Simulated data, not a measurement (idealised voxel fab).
Documented hereafter: the process module known as voxel fin reveal.
The figure presents cross-section cut, which has a width of 160 nm and is divided into square cells with an edge length of 5 nm.
If you're reading a cross-section in this doc, picture square cells in a grid; it comes to you as bands, top ones listed first down to the bottom, and a band can be one or more rows of cells. Band: top height; bottom height; in nm. Then, left to right: material with width in nm, for each material. "all across": a single material spanning edge to edge. "blank": empty space. Heights are expressed relative to 0, this being the level below which the as-received wafer comprises one material exclusively. The lowest band is unbounded in the downward direction and is denoted as in "0 nm and below". When a width is written as two numbers, as in "30..40", the first number is the width in the top row of cells of the band and the second is the width in its bottom row, and the width changes by the same amount from each row to the next. "nothing changed", as given for a step, is the statement that not any cell of the cross-section underwent a change during that step. "Cavities, sealed" specifies each empty space that is not open to the top and that occupies no fewer than 8 cells, using the form width x height at distance, the distance measured from the left edge and all three quantities in nm. What comes after the settings on a step's line is commentary from the simulator itself on that step. The line of a step may include "overlay nm". On a step with a mask, this value is how far to the right of its planned place the mask lay. A negative value means the mask lay to the left.

# The following list gives the planned process steps
1. RECEIVE, material Si
2. CONFORMAL_DEP, material SiN, thk nm 5
3. PATTERN, tone cover, mask id FINS, material resist, width nm 15, pitch nm 35, thk nm 20, overlay nm 0
4. DIRECTIONAL_ETCH, etch materials SiN, depth nm 5
5. DIRECTIONAL_ETCH, etch materials Si, depth nm 40
6. STRIP, etch materials resist
7. FILL_DEP, material SiO2, thk nm 15
8. CMP, height nm 5
9. SELECTIVE_ETCH, etch materials SiO2, depth nm 35
10. STRIP, etch materials SiN

# Concerning the first of two wafers, which was run in accordance with the plan

# Received-state cross-section, reflecting completion of step 1
> 0 nm and below = Si all across
> Cavities, sealed: none

# Upon completion of step 2, the wafer appears in cross-section as shown
> 5 nm to 0 nm = SiN all across
> Below 0, the layers are the same as they were.

# Upon completion of step 3, the wafer appears in cross-section as shown
> 25 nm to 5 nm = blank 35 | resist 15 | blank 20 | resist 15 | blank 20 | resist 15 | blank 40
> Below 5, the layers are the same as they were.

# Upon completion of step 4, the wafer appears in cross-section as shown
> 25 nm to 5 nm = blank 35 | resist 15 | blank 20 | resist 15 | blank 20 | resist 15 | blank 40
> 5 nm to 0 nm = blank 35 | SiN 15 | blank 20 | SiN 15 | blank 20 | SiN 15 | blank 40
> Below 0, the layers are the same as they were.

# Upon completion of step 5, the wafer appears in cross-section as shown
> 25 nm to 5 nm = blank 35 | resist 15 | blank 20 | resist 15 | blank 20 | resist 15 | blank 40
> 5 nm to 0 nm = blank 35 | SiN 15 | blank 20 | SiN 15 | blank 20 | SiN 15 | blank 40
> 0 nm to -40 nm = blank 35 | Si 15 | blank 20 | Si 15 | blank 20 | Si 15 | blank 40
> Below -40, the layers are the same as they were.

# Upon completion of step 6, the wafer appears in cross-section as shown
> 5 nm to 0 nm = blank 35 | SiN 15 | blank 20 | SiN 15 | blank 20 | SiN 15 | blank 40
> Below 0, the layers are the same as they were.

# Upon completion of step 7, the wafer appears in cross-section as shown
> 20 nm to 5 nm = SiO2 all across
> 5 nm to 0 nm = SiO2 35 | SiN 15 | SiO2 20 | SiN 15 | SiO2 20 | SiN 15 | SiO2 40
> 0 nm to -40 nm = SiO2 35 | Si 15 | SiO2 20 | Si 15 | SiO2 20 | Si 15 | SiO2 40
> Below -40, the layers are the same as they were.

# Upon completion of step 8, the wafer appears in cross-section as shown
> 5 nm to 0 nm = SiO2 35 | SiN 15 | SiO2 20 | SiN 15 | SiO2 20 | SiN 15 | SiO2 40
> Below 0, the layers are the same as they were.

# Upon completion of step 9, the wafer appears in cross-section as shown
> 5 nm to 0 nm = blank 35 | SiN 15 | blank 20 | SiN 15 | blank 20 | SiN 15 | blank 40
> 0 nm to -30 nm = blank 35 | Si 15 | blank 20 | Si 15 | blank 20 | Si 15 | blank 40
> Below -30, the layers are the same as they were.

# Upon completion of step 10, the wafer appears in cross-section as shown
> 0 nm to -30 nm = blank 35 | Si 15 | blank 20 | Si 15 | blank 20 | Si 15 | blank 40
> Below -30, the layers are the same as they were.

# Now the other wafer: same start, same recipe, but we messed up one thing when running it. Up to and including step 2 it's the same as the first one

# Here is the second wafer in cross-section at the point where step 3 of the plan should have been done
> 25 nm to 5 nm = blank 45 | resist 15 | blank 20 | resist 15 | blank 20 | resist 15 | blank 30
> Below 5, the layers are the same as they were.

# Here is the second wafer in cross-section at the point where step 4 of the plan should have been done
> 25 nm to 5 nm = blank 45 | resist 15 | blank 20 | resist 15 | blank 20 | resist 15 | blank 30
> 5 nm to 0 nm = blank 45 | SiN 15 | blank 20 | SiN 15 | blank 20 | SiN 15 | blank 30
> Below 0, the layers are the same as they were.

# Here is the second wafer in cross-section at the point where step 5 of the plan should have been done
> 25 nm to 5 nm = blank 45 | resist 15 | blank 20 | resist 15 | blank 20 | resist 15 | blank 30
> 5 nm to 0 nm = blank 45 | SiN 15 | blank 20 | SiN 15 | blank 20 | SiN 15 | blank 30
> 0 nm to -40 nm = blank 45 | Si 15 | blank 20 | Si 15 | blank 20 | Si 15 | blank 30
> Below -40, the layers are the same as they were.

# Here is the second wafer in cross-section at the point where step 6 of the plan should have been done
> 5 nm to 0 nm = blank 45 | SiN 15 | blank 20 | SiN 15 | blank 20 | SiN 15 | blank 30
> Below 0, the layers are the same as they were.

# Here is the second wafer in cross-section at the point where step 7 of the plan should have been done
> 20 nm to 5 nm = SiO2 all across
> 5 nm to 0 nm = SiO2 45 | SiN 15 | SiO2 20 | SiN 15 | SiO2 20 | SiN 15 | SiO2 30
> 0 nm to -40 nm = SiO2 45 | Si 15 | SiO2 20 | Si 15 | SiO2 20 | Si 15 | SiO2 30
> Below -40, the layers are the same as they were.

# Here is the second wafer in cross-section at the point where step 8 of the plan should have been done
> 5 nm to 0 nm = SiO2 45 | SiN 15 | SiO2 20 | SiN 15 | SiO2 20 | SiN 15 | SiO2 30
> Below 0, the layers are the same as they were.

# Here is the second wafer in cross-section at the point where step 9 of the plan should have been done
> 5 nm to 0 nm = blank 45 | SiN 15 | blank 20 | SiN 15 | blank 20 | SiN 15 | blank 30
> 0 nm to -30 nm = blank 45 | Si 15 | blank 20 | Si 15 | blank 20 | Si 15 | blank 30
> Below -30, the layers are the same as they were.

# Here is the second wafer in cross-section at the point where step 10 of the plan should have been done
> 0 nm to -30 nm = blank 45 | Si 15 | blank 20 | Si 15 | blank 20 | Si 15 | blank 30
> Below -30, the layers are the same as they were.
Run error: off-plan run, step 3, actual operation and settings PATTERN, tone cover, mask id FINS, material resist, width nm 15, pitch nm 35, thk nm 20, overlay nm 10
So at the finish, the second wafer's got exactly as many cells of each material as the first, just not in the same spots.
